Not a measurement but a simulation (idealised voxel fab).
process module | voxel lift off
cross-section cut | 155 nm wide | cells 5 nm
A cross-section is a grid of square cells, given in bands from the top down. A band is one or more rows of cells.
Each band's line starts with the height of the band's top and of its bottom, in nm. Then come its materials from left to right, each with its width in nm. One material with "throughout" fills the band from edge to edge. "air" is empty space.
Height 0 is the level under which the wafer as received is all one material. The lowest band goes on downwards, as in "0 down".
A width such as "30 to 40" changes by the same amount from each row of cells to the next, from the band's top row to its bottom row.
"no change" after a step means that no cell of the cross-section changed.
closed voids: empty space of 8 cells or more with no open way to the top, each as width x height at its distance from the left edge, in nm
after a step's settings: what the simulator itself notes on the step
overlay nm, on a step with a mask: how far to the right of its planned place the mask lay; to the left if negative
plan
1 op RECEIVE | material Si
2 op CONFORMAL_DEP | material SiN | thk nm 10
3 op PATTERN | tone open | mask id LINES | material resist | width nm 25 | pitch nm 40 | thk nm 30 | overlay nm 0
4 op DIRECTIONAL_DEP | material Ru | thk nm 5
5 op STRIP | etch materials resist
6 op CONFORMAL_DEP | material SiCN | thk nm 5
varied across the wafers: thk nm of step 4. The plan shows the first wafer's value. All wafers start alike
first wafer as received, after step 1
  0 down: Si throughout
  closed voids: none
each wafer at the end: cells of each material gained (+) or lost (-) since it was received, then its closed voids
thk nm 5 | +15 Ru | +37 SiCN | +62 SiN | closed voids: none
thk nm 10 | +30 Ru | +43 SiCN | +62 SiN | closed voids: none
thk nm 15 | +45 Ru | +49 SiCN | +62 SiN | closed voids: none
thk nm 20 | +60 Ru | +55 SiCN | +62 SiN | closed voids: none
thk nm 25 | +75 Ru | +61 SiCN | +62 SiN | closed voids: none
